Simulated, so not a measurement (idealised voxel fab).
Title: Process Module voxel trench capacitor
The cross-section on display is named cut; it measures 250 nm wide, and its cells are 5 nm squares.
This document writes a cross-section as a grid whose cells are square, and gives it as bands, listed from the top down; one or more rows of cells form a band. The entry gives the band's vertical extent as a top height and a bottom height in nm, then its horizontal make-up as materials from left to right, each with a width in nm. "empty" stands for empty space; a single material marked "throughout" fills the band edge to edge. Beneath 0, the wafer as received is one material, and that level is where height counting begins. The lowest band goes on downward without a bottom; it is written like "0 and below". The width entry "30 to 40" should be interpreted row by row: the top row of cells in the band takes the first number, the bottom row takes the second number, and the change between adjacent rows is uniform throughout. Take "no change" at face value: in the step it is given for, the cross-section changed in none of its cells. For the entry "Closed internal cavities", the listed items are empty spaces with no open way to the top whose size is 8 cells or more; each item follows the pattern width x height at distance, where distance is from the left edge and all three are in nm. On each step's line, the part that comes after the settings is the simulator's own comment on the step. You can add "overlay nm" to a step's line. For a step with a mask, it describes how far the mask lay to the right of its planned position, and a negative number describes a lay to the left.
The planned process steps are enumerated hereunder
1,RECEIVE,material Si
2,CONFORMAL_DEP,material SiN,thk nm 5
3,DIRECTIONAL_DEP,material aC,thk nm 10
4,PATTERN,tone open,mask id TRENCH,material resist,width nm 20,pitch nm 40,thk nm 25,overlay nm 0
5,DIRECTIONAL_ETCH,etch materials aC,depth nm 10
6,STRIP,etch materials resist
7,DIRECTIONAL_ETCH,etch materials SiN,depth nm 5
8,DIRECTIONAL_ETCH,etch materials Si,depth nm 25
9,STRIP,etch materials aC
10,CONFORMAL_DEP,material SiO2,thk nm 5
11,FILL_DEP,material polySi,thk nm 5
12,CMP,height nm 5
varied across the wafers: depth nm of step 8. The plan shows the first wafer's value. All wafers start alike
The as-received cross-section of the first of several wafers corresponds to the state after step 1
    0 and below | Si throughout
    Closed internal cavities: none
Take a look at the first of several wafers in cross-section: the module is done, and step 12 was its last step
    5 down to 0 | SiN=75, SiO2=5, polySi=10, SiO2=5, SiN=20, SiO2=5, polySi=10, SiO2=5, SiN=20, SiO2=5, polySi=10, SiO2=5, SiN=75
    0 down to -20 | Si=75, SiO2=5, polySi=10, SiO2=5, Si=20, SiO2=5, polySi=10, SiO2=5, Si=20, SiO2=5, polySi=10, SiO2=5, Si=75
    -20 down to -25 | Si=75, SiO2=20, Si=20, SiO2=20, Si=20, SiO2=20, Si=75
    -25 and below | Si throughout
    Closed internal cavities: none
Last wafer, end of module, cross-section
    5 down to 0 | SiN=75, SiO2=5, polySi=10, SiO2=5, SiN=20, SiO2=5, polySi=10, SiO2=5, SiN=20, SiO2=5, polySi=10, SiO2=5, SiN=75
    0 down to -45 | Si=75, SiO2=5, polySi=10, SiO2=5, Si=20, SiO2=5, polySi=10, SiO2=5, Si=20, SiO2=5, polySi=10, SiO2=5, Si=75
    -45 down to -50 | Si=75, SiO2=20, Si=20, SiO2=20, Si=20, SiO2=20, Si=75
    -50 and below | Si throughout
    Closed internal cavities: none
Per wafer (row), end of module: delta in cells per material since receipt, (+) for gained, (-) for lost; closed voids after that
depth nm 25; -60 Si; +38 SiN; +42 SiO2; +30 polySi; Closed internal cavities: none
depth nm 30; -72 Si; +38 SiN; +48 SiO2; +36 polySi; Closed internal cavities: none
depth nm 35; -84 Si; +38 SiN; +54 SiO2; +42 polySi; Closed internal cavities: none
depth nm 40; -96 Si; +38 SiN; +60 SiO2; +48 polySi; Closed internal cavities: none
depth nm 45; -108 Si; +38 SiN; +66 SiO2; +54 polySi; Closed internal cavities: none
depth nm 50; -120 Si; +38 SiN; +72 SiO2; +60 polySi; Closed internal cavities: none
